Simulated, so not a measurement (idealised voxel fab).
A process module follows: voxel trench capacitor.
FYI the section here is cut, 225 nm wide, cells are 5 nm squares.
Heads up, the way a cross-section reads in here is a grid of square cells, handed over as bands from the top down, with every band being one or more rows of cells.
Heads up on the band format: heights come first, top then bottom, in nm. After that it's the materials left to right, each with its width in nm. A single material flagged "all across" fills the whole band edge to edge, and "blank" means there's empty space there.
Counting heights begins at 0, where everything beneath is, in the wafer as received, one material. The lowest band has no bottom; it goes on downwards, as "0 -> down" shows.
A width such as "30 to 40" changes by the same amount from each row of cells to the next, from the band's top row to its bottom row.
"changes: none" (step): cross-section cells unchanged, all of them.
The list in "closed voids" covers empty spaces of 8 cells or more that cannot reach the top through any open way, and it gives each as width x height at distance; the distance is from the left edge, and width, height and distance are in nm.
Step line, after settings: the simulator's comment on this step.
Regarding "overlay nm": on a step with a mask, it is the distance the mask lay to the right of its planned place; a negative value places it to the left.

**The planned process steps are enumerated hereunder**
1 RECEIVE, material Si
2 CONFORMAL_DEP, material SiN, thk nm 10
3 MASKED_ETCH, tone open, mask id TRENCH, width nm 15, pitch nm 45, etch materials SiN, depth nm 10, overlay nm 0
4 MASKED_ETCH, tone open, mask id TRENCH, width nm 15, pitch nm 45, etch materials Si, depth nm 40, overlay nm 0
5 CONFORMAL_DEP, material SiO2, thk nm 5
6 FILL_DEP, material polySi, thk nm 5
7 CMP, height nm 10

**As-received state of the wafer in cross-section, equivalent to post-step 1**
> 0 -> down | Si all across
> closed voids: none

**first wafer at the end, as planned**
> 10 -> 0 | SiN 80 nm | SiO2 5 nm | polySi 5 nm | SiO2 5 nm | SiN 30 nm | SiO2 5 nm | polySi 5 nm | SiO2 5 nm | SiN 85 nm
> 0 -> -35 | Si 80 nm | SiO2 5 nm | polySi 5 nm | SiO2 5 nm | Si 30 nm | SiO2 5 nm | polySi 5 nm | SiO2 5 nm | Si 85 nm
> -35 -> -40 | Si 80 nm | SiO2 15 nm | Si 30 nm | SiO2 15 nm | Si 85 nm
> -40 -> down | Si all across
> closed voids: none

**Module end: cross-section of wafer two of two. Same start and process plan as the first wafer. One mistake during execution**
> 10 -> 0 | SiN 80 nm | SiO2 5 nm | polySi 5 nm | SiO2 5 nm | SiN 30 nm | SiO2 5 nm | polySi 5 nm | SiO2 5 nm | SiN 85 nm
> 0 -> -75 | Si 80 nm | SiO2 5 nm | polySi 5 nm | SiO2 5 nm | Si 30 nm | SiO2 5 nm | polySi 5 nm | SiO2 5 nm | Si 85 nm
> -75 -> -80 | Si 80 nm | SiO2 15 nm | Si 30 nm | SiO2 15 nm | Si 85 nm
> -80 -> down | Si all across
> closed voids: none
Run error: plan step 4 ran twice
The second wafer ends with more or fewer cells of some materials than the first, per final count: Si -48 | SiO2 +32 | polySi +16
